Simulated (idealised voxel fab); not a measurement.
process module | voxel released beams
Shown is cross-section cut, with a width of 180 nm and square cells of size 5 nm.
A cross-section in this document is a grid of square cells, and it is written down as bands, the top band listed before the ones below it; a band is made up of one or more rows of cells. For a band, the entry starts with two heights in nm, that of the top and then that of the bottom, and carries on with the band's materials in order from left to right, each alongside its width in nm; the word "full width" beside a single material means it fills the band edge to edge, and "empty" means empty space. Heights are reckoned from 0. Under this level, the received wafer is all of one material. The bottommost band is open-ended downward, for example "0 and below". Width spec "30..40" -> top row of cells at first value, bottom row at second value, equal per-row change in between. "stayed the same" -> step changed no cross-section cell. Enclosed voids (no open way to top), threshold 8 cells or more, entry "Fully closed voids", notation width x height at distance, distance from left edge, nm. Past the settings on a step's line: simulator remark, on that step. overlay nm: where the mask lay relative to plan, measured to the right, on steps with a mask; negatives go left.

The process steps that were planned are listed below
1 RECEIVE,material Si
2 CONFORMAL_DEP,material Al2O3,thk nm 5
3 DIRECTIONAL_DEP,material SiO2,thk nm 20
4 PATTERN,tone open,mask id ANCHOR,material resist,width nm 40,thk nm 20,overlay nm 0
5 DIRECTIONAL_ETCH,etch materials SiO2,depth nm 20
6 STRIP,etch materials resist
7 CONFORMAL_DEP,material polySi,thk nm 15
8 DIRECTIONAL_DEP,material aC,thk nm 10
9 PATTERN,tone cover,mask id BEAM,material resist,width nm 120,thk nm 25,overlay nm 0
10 DIRECTIONAL_ETCH,etch materials aC,depth nm 10
11 STRIP,etch materials resist
12 DIRECTIONAL_ETCH,etch materials polySi,depth nm 15
13 STRIP,etch materials aC
14 STRIP,etch materials SiO2

First wafer out of two, processed as planned

Delivered wafer in cross-section: state after step 1
0 and below  Si full width
Fully closed voids: none

after step 2
5 down to 0  Al2O3 full width
Below 0 it's all the same as before, nothing changed down there.

after step 3
25 down to 5  SiO2 full width
Below 5 it's all the same as before, nothing changed down there.

after step 4
45 down to 25  resist 30 nm | empty 40 nm | resist 110 nm
Below 25 it's all the same as before, nothing changed down there.

after step 5
45 down to 25  resist 30 nm | empty 40 nm | resist 110 nm
25 down to 5  SiO2 30 nm | empty 40 nm | SiO2 110 nm
Below 5 it's all the same as before, nothing changed down there.

after step 6
25 down to 5  SiO2 30 nm | empty 40 nm | SiO2 110 nm
Below 5 it's all the same as before, nothing changed down there.

after step 7
40 down to 25  polySi 45 nm | empty 10 nm | polySi 125 nm
25 down to 20  SiO2 30 nm | polySi 15 nm | empty 10 nm | polySi 15 nm | SiO2 110 nm
20 down to 5  SiO2 30 nm | polySi 40 nm | SiO2 110 nm
Below 5 it's all the same as before, nothing changed down there.

after step 8
50 down to 40  aC 45 nm | empty 10 nm | aC 125 nm
40 down to 30  polySi 45 nm | empty 10 nm | polySi 125 nm
30 down to 25  polySi 45 nm | aC 10 nm | polySi 125 nm
25 down to 20  SiO2 30 nm | polySi 15 nm | aC 10 nm | polySi 15 nm | SiO2 110 nm
Below 20 it's all the same as before, nothing changed down there.

after step 9
75 down to 50  empty 25 nm | resist 120 nm | empty 35 nm
50 down to 40  aC 45 nm | resist 10 nm | aC 125 nm
40 down to 30  polySi 45 nm | resist 10 nm | polySi 125 nm
Below 30 it's all the same as before, nothing changed down there.

after step 10
65 down to 50  empty 25 nm | resist 120 nm | empty 35 nm
50 down to 40  empty 25 nm | aC 20 nm | resist 10 nm | aC 90 nm | empty 35 nm
Below 40 it's all the same as before, nothing changed down there.

after step 11
50 down to 40  empty 25 nm | aC 20 nm | empty 10 nm | aC 90 nm | empty 35 nm
40 down to 30  polySi 45 nm | empty 10 nm | polySi 125 nm
Below 30 it's all the same as before, nothing changed down there.

after step 12
50 down to 40  empty 25 nm | aC 20 nm | empty 10 nm | aC 90 nm | empty 35 nm
40 down to 30  empty 25 nm | polySi 20 nm | empty 10 nm | polySi 90 nm | empty 35 nm
30 down to 25  empty 25 nm | polySi 20 nm | aC 10 nm | polySi 90 nm | empty 35 nm
Below 25 it's all the same as before, nothing changed down there.

after step 13
40 down to 25  empty 25 nm | polySi 20 nm | empty 10 nm | polySi 90 nm | empty 35 nm
25 down to 20  SiO2 30 nm | polySi 15 nm | empty 10 nm | polySi 15 nm | SiO2 110 nm
Below 20 it's all the same as before, nothing changed down there.

after step 14
40 down to 25  empty 25 nm | polySi 20 nm | empty 10 nm | polySi 90 nm | empty 35 nm
25 down to 20  empty 30 nm | polySi 15 nm | empty 10 nm | polySi 15 nm | empty 110 nm
20 down to 5  empty 30 nm | polySi 40 nm | empty 110 nm
Below 5 it's all the same as before, nothing changed down there.

Second wafer. Start and plan as for the first. One mistake made in running. Agrees with the first up to and including step 1

Planned end of step 2: second wafer, cross-section
20 down to 0  SiO2 full width
Below 0 it's all the same as before, nothing changed down there.

Planned end of step 3: second wafer, cross-section
25 down to 20  Al2O3 full width
Below 20 it's all the same as before, nothing changed down there.

Planned end of step 4: second wafer, cross-section
45 down to 25  resist 30 nm | empty 40 nm | resist 110 nm
Below 25 it's all the same as before, nothing changed down there.

Planned end of step 5: second wafer, cross-section: stayed the same

Planned end of step 6: second wafer, cross-section
25 down to 20  Al2O3 full width
Below 20 it's all the same as before, nothing changed down there.

Planned end of step 7: second wafer, cross-section
40 down to 25  polySi full width
Below 25 it's all the same as before, nothing changed down there.

Planned end of step 8: second wafer, cross-section
50 down to 40  aC full width
Below 40 it's all the same as before, nothing changed down there.

Planned end of step 9: second wafer, cross-section
75 down to 50  empty 25 nm | resist 120 nm | empty 35 nm
Below 50 it's all the same as before, nothing changed down there.

Planned end of step 10: second wafer, cross-section
65 down to 50  empty 25 nm | resist 120 nm | empty 35 nm
50 down to 40  empty 25 nm | aC 120 nm | empty 35 nm
Below 40 it's all the same as before, nothing changed down there.

Planned end of step 11: second wafer, cross-section
50 down to 40  empty 25 nm | aC 120 nm | empty 35 nm
Below 40 it's all the same as before, nothing changed down there.

Planned end of step 12: second wafer, cross-section
50 down to 40  empty 25 nm | aC 120 nm | empty 35 nm
40 down to 25  empty 25 nm | polySi 120 nm | empty 35 nm
Below 25 it's all the same as before, nothing changed down there.

Planned end of step 13: second wafer, cross-section
40 down to 25  empty 25 nm | polySi 120 nm | empty 35 nm
Below 25 it's all the same as before, nothing changed down there.

Planned end of step 14: second wafer, cross-section: stayed the same
Nonconformance to the process plan: plan vs actual: 2 and 3 interchanged
Materials where the second wafer ends with more or fewer cells than the first: SiO2: 144 more | polySi: 24 fewer
